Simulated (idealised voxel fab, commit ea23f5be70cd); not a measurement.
Presented below is a process module, voxel ribs on slabs.
The cross-section on display is named cut; it measures 240 nm wide, and its cells are 5 nm squares.
Cross-section = grid of square cells, listed top down in bands; band = one or more rows.
Heights first: top, then bottom, in nm. Then materials, left to right, each with a width in nm. "everywhere" on a single material: fills the band edge to edge. "air": empty space.
Heights are expressed relative to 0, this being the level below which the as-received wafer comprises one material exclusively. The lowest band is unbounded in the downward direction and is denoted as in "0 down".
With a width like "30..40", each row of cells in the band differs from the next by the same amount, the top row carrying the first number and the bottom row the second.
When a step is marked "identical to before", none of the cells in the cross-section changed during that step.
For the entry "Voids, fully enclosed", the listed items are empty spaces with no open way to the top whose size is 8 cells or more; each item follows the pattern width x height at distance, where distance is from the left edge and all three are in nm.
It should be noted that, on the line of a given step, the content following the step's settings is a remark produced by the simulator itself with respect to that step.
The optional step-line setting "overlay nm" applies to steps with a mask and quantifies how far to the right of its planned location the mask lay, a negative value indicating leftward placement.
**This section lists the process steps that were planned**
- 1: op RECEIVE | material Si
- 2: op DIRECTIONAL_DEP | material SiO2 | thk nm 30
- 3: op DIRECTIONAL_DEP | material SiN | thk nm 20
- 4: op MASKED_ETCH | tone cover | mask id RIB | width nm 25 | etch materials SiN | depth nm 5 | overlay nm 0
- 5: op PATTERN | tone cover | mask id SLAB | material resist | width nm 65 | thk nm 20 | overlay nm 0
- 6: op DIRECTIONAL_ETCH | etch materials SiN | depth nm 15
- 7: op STRIP | etch materials resist
- 8: op FILL_DEP | material SiO2 | thk nm 15
- 9: op CMP | height nm 60
- 10: op DIRECTIONAL_DEP | material TiN | thk nm 5
- 11: op DIRECTIONAL_DEP | material aC | thk nm 10
- 12: op PATTERN | tone cover | mask id HEATER | material resist | width nm 25 | thk nm 25 | overlay nm 0
- 13: op DIRECTIONAL_ETCH | etch materials aC | depth nm 10
- 14: op STRIP | etch materials resist
- 15: op DIRECTIONAL_ETCH | etch materials TiN | depth nm 5
- 16: op STRIP | etch materials aC
- 17: op CONFORMAL_DEP | material SiO2 | thk nm 10
Wafer-to-wafer difference: width nm, step 12. Common start. Plan = first wafer's value.
**Step 1 complete: as-received cross-section of the first of several wafers**
0 down: Si everywhere
Voids, fully enclosed: none
**Table: wafers, a row each; end-of-module cell change per material since receipt, gain (+), loss (-); then closed voids**
width nm 25, +44 SiN, +632 SiO2, +5 TiN, Voids, fully enclosed: none
width nm 30, +44 SiN, +632 SiO2, +6 TiN, Voids, fully enclosed: none
width nm 35, +44 SiN, +632 SiO2, +7 TiN, Voids, fully enclosed: none
width nm 40, +44 SiN, +632 SiO2, +8 TiN, Voids, fully enclosed: none
width nm 45, +44 SiN, +632 SiO2, +9 TiN, Voids, fully enclosed: none
width nm 50, +44 SiN, +632 SiO2, +10 TiN, Voids, fully enclosed: none
